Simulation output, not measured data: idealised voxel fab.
Proc. module: voxel capacitor over wiring
230 nm wide, 5 nm square cells: that's cross-section cut.
This document writes a cross-section as a grid whose cells are square, and gives it as bands, listed from the top down; one or more rows of cells form a band.
First you get the band's top height and its bottom height, in nm, and then the materials it's made of, left to right, with each width in nm. If you see a single material with "throughout", that one covers the band edge to edge. "air" is empty space.
Basically, 0 is our baseline, since under it the wafer straight out of the box is all one material. The bottom band has no lower end and keeps on going down, so it looks like "top 0, no bottom".
Per-row width for "30 to 40": begins at first number (top row of band), ends at second number (bottom row), increment between rows held constant.
The cross-section has no changed cell in any step marked "no modifications".
"Sealed void list" means: voids of 8 cells or more that are shut off from the top with no open way through. Written width x height at distance, distance from the left edge, in nm.
The remark found on a step's line after its settings is issued by the simulator itself and pertains to that step.
Regarding "overlay nm": on a step with a mask, it is the distance the mask lay to the right of its planned place; a negative value places it to the left.
plan:
1: RECEIVE, material Si
2: CONFORMAL_DEP, material SiO2, thk nm 10
3: CONFORMAL_DEP, material SiCN, thk nm 5
4: DIRECTIONAL_DEP, material lowk, thk nm 20
5: MASKED_ETCH, tone open, mask id METAL_1, width nm 30, pitch nm 90, etch materials lowk, depth nm 20, overlay nm 0
6: MASKED_ETCH, tone open, mask id METAL_1, width nm 30, pitch nm 90, etch materials SiCN, depth nm 5, overlay nm 0
7: CONFORMAL_DEP, material TiN, thk nm 5
8: FILL_DEP, material W, thk nm 10
9: CMP, height nm 35
10: EPI, material Ru, thk nm 5
11: FILL_DEP, material SiCN, thk nm 5
12: DIRECTIONAL_DEP, material SiO2, thk nm 15
13: MASKED_ETCH, tone open, mask id PLUG_1, width nm 15, etch materials SiO2, depth nm 15, overlay nm 0
14: MASKED_ETCH, tone open, mask id PLUG_1, width nm 15, etch materials SiCN, depth nm 5, overlay nm 0
15: EPI, material Ru, thk nm 10
16: EPI, material Ru, thk nm 10
17: DIRECTIONAL_DEP, material TiN, thk nm 5
18: DIRECTIONAL_DEP, material SiN, thk nm 5
19: DIRECTIONAL_DEP, material TiN, thk nm 5
20: PATTERN, tone cover, mask id UPPER_PLATE, material resist, width nm 65, thk nm 15, overlay nm 0
21: DIRECTIONAL_ETCH, etch materials TiN, depth nm 5
22: DIRECTIONAL_ETCH, etch materials SiN, depth nm 5
23: STRIP, etch materials resist
24: MASKED_ETCH, tone cover, mask id LOWER_PLATE, width nm 75, etch materials TiN, depth nm 5, overlay nm 0
25: FILL_DEP, material SiO2, thk nm 20
26: CMP, height nm 90
27: PATTERN, tone open, mask id PLUG_2, material resist, width nm 15, thk nm 20, overlay nm 0
28: DIRECTIONAL_ETCH, etch materials SiO2, depth nm 15
29: STRIP, etch materials resist
30: CONFORMAL_DEP, material TiN, thk nm 5
31: FILL_DEP, material Ru, thk nm 10
32: CMP, height nm 90
33: CONFORMAL_DEP, material SiN, thk nm 5
Cross-section of the wafer upon arrival, representing the state reached after step 1:
top 0, no bottom = Si throughout
Sealed void list: none
End-of-module XS, first of two wafers, run as planned:
top 95, bottom 90 = SiN throughout
top 90, bottom 80 = SiO2: 80; TiN: 5; Ru: 5; TiN: 5; SiO2: 135
top 80, bottom 70 = SiO2: 80 to 70; TiN: 15 to 65; SiO2: 135 to 95
top 70, bottom 65 = SiO2: 70; SiN: 65; SiO2: 95
top 65, bottom 60 = SiO2: 65; TiN: 75; SiO2: 90
top 60, bottom 45 = SiO2: 70; Ru: 15; SiO2: 145
top 45, bottom 40 = SiCN: 70; Ru: 15; SiCN: 145
top 40, bottom 35 = SiCN: 50; Ru: 40; SiCN: 50; Ru: 40; SiCN: 50
top 35, bottom 15 = lowk: 55; TiN: 5; W: 20; TiN: 5; lowk: 60; TiN: 5; W: 20; TiN: 5; lowk: 55
top 15, bottom 10 = SiCN: 55; TiN: 30; SiCN: 60; TiN: 30; SiCN: 55
top 10, bottom 0 = SiO2 throughout
top 0, no bottom = Si throughout
Sealed void list: none
This cross-section belongs to the second wafer of two at the end of the module; the start and the plan were shared with the first, and the run included one mistake:
top 95, bottom 90 = SiN throughout
top 90, bottom 80 = SiO2: 80; TiN: 5; Ru: 5; TiN: 5; SiO2: 135
top 80, bottom 70 = SiO2: 80 to 70; TiN: 15 to 65; SiO2: 135 to 95
top 70, bottom 65 = SiO2: 70; SiN: 65; SiO2: 95
top 65, bottom 60 = SiO2: 65; TiN: 75; SiO2: 90
top 60, bottom 45 = SiO2: 70; Ru: 15; SiO2: 145
top 45, bottom 40 = SiCN: 70; Ru: 15; SiCN: 145
top 40, bottom 35 = SiCN: 50; Ru: 40; SiCN: 50; Ru: 40; SiCN: 50
top 35, bottom 30 = SiCN: 55; TiN: 30; SiCN: 60; TiN: 30; SiCN: 55
top 30, bottom 10 = lowk throughout
top 10, bottom 0 = SiO2 throughout
top 0, no bottom = Si throughout
Sealed void list: none
Finding, execution versus plan: plan vs actual: 3 and 4 interchanged
Counted in cells at the end, the second wafer holds more or fewer of these materials than the first: TiN: 16 fewer | W: 32 fewer | lowk: 48 more
